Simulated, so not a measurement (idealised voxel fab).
The following is a process module called voxel self aligned vias.
It is cross-section cut that appears here, measuring 260 nm in width, its square cells being 5 nm in size.
Throughout this document, each cross-section is represented as a grid of square cells and is presented as a sequence of bands enumerated from the top downward, where a band comprises one or more rows of cells. Band: top height; bottom height; in nm. Then, left to right: material with width in nm, for each material. "everywhere": a single material spanning edge to edge. "blank": empty space. A quick word on heights: they are counted from 0, and under that level the wafer as it came to us is one material throughout. The lowest band is different from the rest in having no bottom; it simply continues downward, written as in "top 0, no bottom". The width entry "30 to 40" should be interpreted row by row: the top row of cells in the band takes the first number, the bottom row takes the second number, and the change between adjacent rows is uniform throughout. Take "same as before" at face value: in the step it is given for, the cross-section changed in none of its cells. Voids not open to the top, 8 cells minimum: see "Sealed void list". Written width x height at distance; distance is from the left edge; nm. Text after the settings on a step's line: the simulator's own remark on that step. For masked steps, "overlay nm" on the step line gives how far right of plan the mask actually lay; a minus sign means it lay to the left.

These are the steps we planned for the process
| 1 | RECEIVE, material Si |
| 2 | CONFORMAL_DEP, material SiO2, thk nm 15 |
| 3 | CONFORMAL_DEP, material SiCN, thk nm 5 |
| 4 | DIRECTIONAL_DEP, material lowk, thk nm 20 |
| 5 | PATTERN, tone open, mask id LINES, material resist, width nm 20, pitch nm 60, thk nm 15, overlay nm 0 |
| 6 | DIRECTIONAL_ETCH, etch materials lowk, depth nm 20 |
| 7 | STRIP, etch materials resist |
| 8 | CONFORMAL_DEP, material TiN, thk nm 5 |
| 9 | FILL_DEP, material Ru, thk nm 10 |
| 10 | CMP, height nm 40 |
| 11 | SELECTIVE_ETCH, etch materials W Ru TiN, depth nm 10 |
| 12 | FILL_DEP, material SiN, thk nm 5 |
| 13 | CMP, height nm 40 |
| 14 | DIRECTIONAL_DEP, material lowk, thk nm 20 |
| 15 | MASKED_ETCH, tone open, mask id VIAS, width nm 40, etch materials lowk, depth nm 20, overlay nm 0 |
| 16 | MASKED_ETCH, tone open, mask id VIAS, width nm 40, etch materials SiN, depth nm 10, overlay nm 0 |
| 17 | CONFORMAL_DEP, material TiN, thk nm 5 |
| 18 | FILL_DEP, material Cu, thk nm 10 |
| 19 | CMP, height nm 60 |
| 20 | CONFORMAL_DEP, material SiCN, thk nm 5 |
Every wafer here starts from the same state; it is the step 3 thk nm that distinguishes them, and the value the plan gives belongs to the first wafer.

The first of several wafers as received, shown in cross-section; this is its state after step 1
    top 0, no bottom | Si everywhere
    Sealed void list: none

End-of-module cross-section, first of several wafers, after last step 20
    top 65, bottom 60 | SiCN everywhere
    top 60, bottom 45 | lowk 80 | TiN 5 | Cu 30 | TiN 5 | lowk 140
    top 45, bottom 40 | lowk 80 | TiN 15 | Cu 10 | TiN 15 | lowk 140
    top 40, bottom 35 | lowk 90 | TiN 5 | Cu 10 | TiN 5 | lowk 40 | SiN 20 | lowk 90
    top 35, bottom 30 | lowk 90 | TiN 20 | lowk 40 | SiN 20 | lowk 90
    top 30, bottom 25 | lowk 90 | TiN 5 | Ru 10 | TiN 5 | lowk 40 | TiN 5 | Ru 10 | TiN 5 | lowk 90
    top 25, bottom 20 | lowk 90 | TiN 20 | lowk 40 | TiN 20 | lowk 90
    top 20, bottom 15 | SiCN everywhere
    top 15, bottom 0 | SiO2 everywhere
    top 0, no bottom | Si everywhere
    Sealed void list: none

Last wafer, end of module, cross-section
    top 65, bottom 60 | SiCN everywhere
    top 60, bottom 45 | lowk 80 | TiN 5 | Cu 30 | TiN 5 | lowk 140
    top 45, bottom 40 | lowk 80 | TiN 15 | Cu 10 | TiN 15 | lowk 140
    top 40, bottom 35 | lowk 90 | TiN 20 | lowk 40 | SiN 20 | lowk 90
    top 35, bottom 15 | SiCN everywhere
    top 15, bottom 0 | SiO2 everywhere
    top 0, no bottom | Si everywhere
    Sealed void list: none

Below: a row per wafer. Contents at end of module: for every material, cells gained since receipt (+) or lost since receipt (-); then closed voids
thk nm 5, +22 Cu, +4 Ru, +104 SiCN, +8 SiN, +156 SiO2, +30 TiN, +352 lowk, Sealed void list: none
thk nm 10, +22 Cu, +156 SiCN, +8 SiN, +156 SiO2, +26 TiN, +308 lowk, Sealed void list: none
thk nm 15, +22 Cu, +208 SiCN, +8 SiN, +156 SiO2, +18 TiN, +264 lowk, Sealed void list: none
thk nm 20, +20 Cu, +260 SiCN, +4 SiN, +156 SiO2, +16 TiN, +220 lowk, Sealed void list: none
